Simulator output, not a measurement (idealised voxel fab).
Proc. module: voxel self aligned vias
We display cut, a cross-section 235 nm in width whose square cells are each 5 nm.
A cross-section is a grid of square cells, given in bands from the top down. A band is one or more rows of cells. Band: top and bottom heights (nm) first, top before bottom; then materials from left to right, widths in nm. "all across" marks a sole material filling the band edge to edge. "air" denotes empty space. Counting heights begins at 0, where everything beneath is, in the wafer as received, one material. The lowest band has no bottom; it goes on downwards, as "0 -> down" shows. Think of "30..40" as a width that walks from the first number to the second as you go down the band, top row to bottom row, taking equal-sized steps from row to row. "no change" (step): cross-section cells unchanged, all of them. Each empty space that has no open way to the top and spans at least 8 cells appears under "Fully sealed voids" as width x height at distance, the distance counted from the left edge, all in nm. What comes after the settings on a step's line is commentary from the simulator itself on that step. The optional step-line setting "overlay nm" applies to steps with a mask and quantifies how far to the right of its planned location the mask lay, a negative value indicating leftward placement.
Planned process steps
1. RECEIVE,material Si
2. CONFORMAL_DEP,material SiO2,thk nm 15
3. CONFORMAL_DEP,material SiCN,thk nm 5
4. DIRECTIONAL_DEP,material SiO2,thk nm 30
5. MASKED_ETCH,tone open,mask id LINES,width nm 30,pitch nm 70,etch materials SiO2,depth nm 30,overlay nm 0
6. CONFORMAL_DEP,material TiN,thk nm 5
7. FILL_DEP,material W,thk nm 10
8. CMP,height nm 50
9. SELECTIVE_ETCH,etch materials W Ru TiN,depth nm 10
10. FILL_DEP,material SiN,thk nm 5
11. CMP,height nm 50
12. DIRECTIONAL_DEP,material SiO2,thk nm 20
13. PATTERN,tone open,mask id VIAS,material resist,width nm 50,pitch nm 140,thk nm 20,overlay nm 0
14. DIRECTIONAL_ETCH,etch materials SiO2,depth nm 20
15. DIRECTIONAL_ETCH,etch materials SiN,depth nm 10
16. STRIP,etch materials resist
17. CONFORMAL_DEP,material TiN,thk nm 5
18. FILL_DEP,material W,thk nm 10
19. CMP,height nm 70
20. CONFORMAL_DEP,material SiN,thk nm 5
Cross-section of the wafer upon arrival, representing the state reached after step 1
0 -> down  Si all across
Fully sealed voids: none
This is how the wafer looks in cross-section once the module is done, given the starting state and plan above and one mistake in carrying the plan out
75 -> 70  SiN all across
70 -> 55  SiO2: 20; TiN: 5; W: 40; TiN: 5; SiO2: 90; TiN: 5; W: 40; TiN: 5; SiO2: 25
55 -> 50  SiO2: 20; TiN: 15; W: 20; TiN: 15; SiO2: 90; TiN: 15; W: 20; TiN: 15; SiO2: 25
50 -> 45  SiO2: 30; TiN: 5; W: 20; TiN: 5; SiO2: 40; SiN: 30; SiO2: 40; TiN: 5; W: 20; TiN: 5; SiO2: 35
45 -> 40  SiO2: 30; TiN: 30; SiO2: 40; SiN: 30; SiO2: 40; TiN: 30; SiO2: 35
40 -> 25  SiO2: 30; TiN: 5; W: 20; TiN: 5; SiO2: 40; TiN: 5; W: 20; TiN: 5; SiO2: 40; TiN: 5; W: 20; TiN: 5; SiO2: 35
25 -> 20  SiO2: 30; TiN: 30; SiO2: 40; TiN: 30; SiO2: 40; TiN: 30; SiO2: 35
20 -> 5  SiO2 all across
5 -> 0  SiCN all across
0 -> down  Si all across
Fully sealed voids: none
Deviation from plan: transposition of steps 2 and 3 relative to the planned sequence
